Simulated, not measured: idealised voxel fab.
This is a process module. Its name is voxel ribs on slabs.
In the cross-section labelled cut, the width is 270 nm and each square cell is 5 nm.
Cross-section layout: square cells on a grid; listed as bands, top to bottom; a band spans one or more cell rows.
Top height, bottom height, nm. Materials left to right, width each, nm. Single material + "everywhere" = fills band edge to edge. "air" = empty.
Basically, 0 is our baseline, since under it the wafer straight out of the box is all one material. The bottom band has no lower end and keeps on going down, so it looks like "0 -> down".
A width given as "30 to 40" starts at the first number in the band's top row and ends at the second number in its bottom row, shifting by an equal amount at every step from row to row.
Basically "identical to before" means that step didn't change any cell in the cross-section.
Empty spaces without an open route to the top, at least 8 cells in extent, make up the entry "Voids, sealed"; each is given as width x height at distance, where the distance is measured from the left edge, and all are in nm.
Text after the settings on a step's line: the simulator's own remark on that step.
The setting "overlay nm" may be written on the line of a step. When the step uses a mask, the value reports how far to the right of the planned place the mask lay, and a negative value reports that it lay to the left.

# These are the steps we planned for the process
- 1: RECEIVE (material Si)
- 2: DIRECTIONAL_DEP (material SiO2; thk nm 20)
- 3: DIRECTIONAL_DEP (material SiN; thk nm 25)
- 4: MASKED_ETCH (tone cover; mask id RIB; width nm 25; etch materials SiN; depth nm 5; overlay nm 0)
- 5: MASKED_ETCH (tone cover; mask id SLAB; width nm 85; etch materials SiN; depth nm 20; overlay nm 0)
- 6: FILL_DEP (material SiO2; thk nm 25)
- 7: CMP (height nm 60)
- 8: DIRECTIONAL_DEP (material W; thk nm 10)
- 9: DIRECTIONAL_DEP (material aC; thk nm 10)
- 10: PATTERN (tone cover; mask id HEATER; material resist; width nm 35; thk nm 25; overlay nm 0)
- 11: DIRECTIONAL_ETCH (etch materials aC; depth nm 10)
- 12: STRIP (etch materials resist)
- 13: DIRECTIONAL_ETCH (etch materials W; depth nm 10)
- 14: STRIP (etch materials aC)
- 15: CONFORMAL_DEP (material SiN; thk nm 5)

# Delivered wafer in cross-section: state after step 1
  0 -> down = Si everywhere
  Voids, sealed: none

# First of two wafers at the end of the module, shown in cross-section; run carried out as planned
  75 -> 70 = air: 110  SiN: 45  air: 115
  70 -> 65 = air: 110  SiN: 5  W: 35  SiN: 5  air: 115
  65 -> 60 = SiN: 115  W: 35  SiN: 120
  60 -> 45 = SiO2 everywhere
  45 -> 40 = SiO2: 120  SiN: 25  SiO2: 125
  40 -> 20 = SiO2: 90  SiN: 85  SiO2: 95
  20 -> 0 = SiO2 everywhere
  0 -> down = Si everywhere
  Voids, sealed: none

# Module end: cross-section of wafer two of two. Same start and process plan as the first wafer. One mistake during execution
  75 -> 70 = air: 110  SiN: 45  air: 115
  70 -> 65 = air: 110  SiN: 5  W: 35  SiN: 5  air: 115
  65 -> 60 = SiN: 115  W: 35  SiN: 120
  60 -> 25 = SiO2 everywhere
  25 -> 0 = SiN everywhere
  0 -> down = Si everywhere
  Voids, sealed: none
Against the plan, the run slipped here: swap of plan steps 2 and 3 during execution
The final cell counts differ between the wafers, with the second having more or fewer of some materials than the first: SiN +197 | SiO2 -197
